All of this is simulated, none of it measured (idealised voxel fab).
Process module heading - voxel tone inversion
The figure presents cross-section cut, which has a width of 290 nm and is divided into square cells with an edge length of 5 nm.
For the purposes of this document, a cross-section shall be understood as a grid of square cells, specified as bands listed in top-to-bottom order, each band consisting of one or more rows of cells. Band: top and bottom heights (nm) first, top before bottom; then materials from left to right, widths in nm. "edge to edge" marks a sole material filling the band edge to edge. "empty" denotes empty space. Convention: height 0 is the level below which the wafer, as received, is all one material. The lowest band does not terminate at the bottom but continues downward, represented as "from 0 down". It should be noted that a width expressed as "30 to 40" varies in equal increments from row to row of cells within the band, taking the value of the first number at the top row and that of the second number at the bottom row. Step marked "left unchanged"? Then no cell in the cross-section changed in it. The entry titled "Enclosed void list" provides the empty spaces that have no open way to the top, restricted to those of 8 cells or more. Each is presented as width x height at distance, the distance being measured from the left edge, with all three in nm. Where a step's line continues beyond its settings, the continuation is a remark by the simulator itself on that step. The optional step-line setting "overlay nm" applies to steps with a mask and quantifies how far to the right of its planned location the mask lay, a negative value indicating leftward placement.

Steps planned for the process
| 1 | RECEIVE | material Si |
| 2 | CONFORMAL_DEP | material SiCN | thk nm 5 |
| 3 | DIRECTIONAL_DEP | material polySi | thk nm 15 |
| 4 | PATTERN | tone cover | mask id POSTS | material resist | width nm 20 | pitch nm 45 | thk nm 25 | overlay nm 0 |
| 5 | DIRECTIONAL_ETCH | etch materials polySi | depth nm 15 |
| 6 | STRIP | etch materials resist |
| 7 | FILL_DEP | material SiO2 | thk nm 10 |
| 8 | CMP | height nm 20 |
| 9 | STRIP | etch materials polySi |

Cross-section of the wafer as it came to us, i.e., already through step 1
from 0 down | Si edge to edge
Enclosed void list: none

The first of the two wafers as seen in cross-section once the module was finished; processing followed the plan
from 20 to 5 | SiO2=110, then empty=20, then SiO2=25, then empty=20, then SiO2=115
from 5 to 0 | SiCN edge to edge
from 0 down | Si edge to edge
Enclosed void list: none

Cross-sectional image of the second wafer of the two following completion of the module. Starting state and process plan were the same as for the first wafer; one execution error occurred
from 20 to 5 | SiO2=110, then empty=20, then SiO2=25, then empty=20, then SiO2=115
from 5 to 0 | SiO2 edge to edge
from 0 down | Si edge to edge
Enclosed void list: none
Heads up, the wafer didn't run the way we planned it: so step 2 ended up running with a different setting than we planned, it ran as CONFORMAL_DEP | material SiO2 | thk nm 5
In the final state, the cell counts of the second wafer exceed or fall short of those of the first for the following materials: -58 SiCN | +58 SiO2
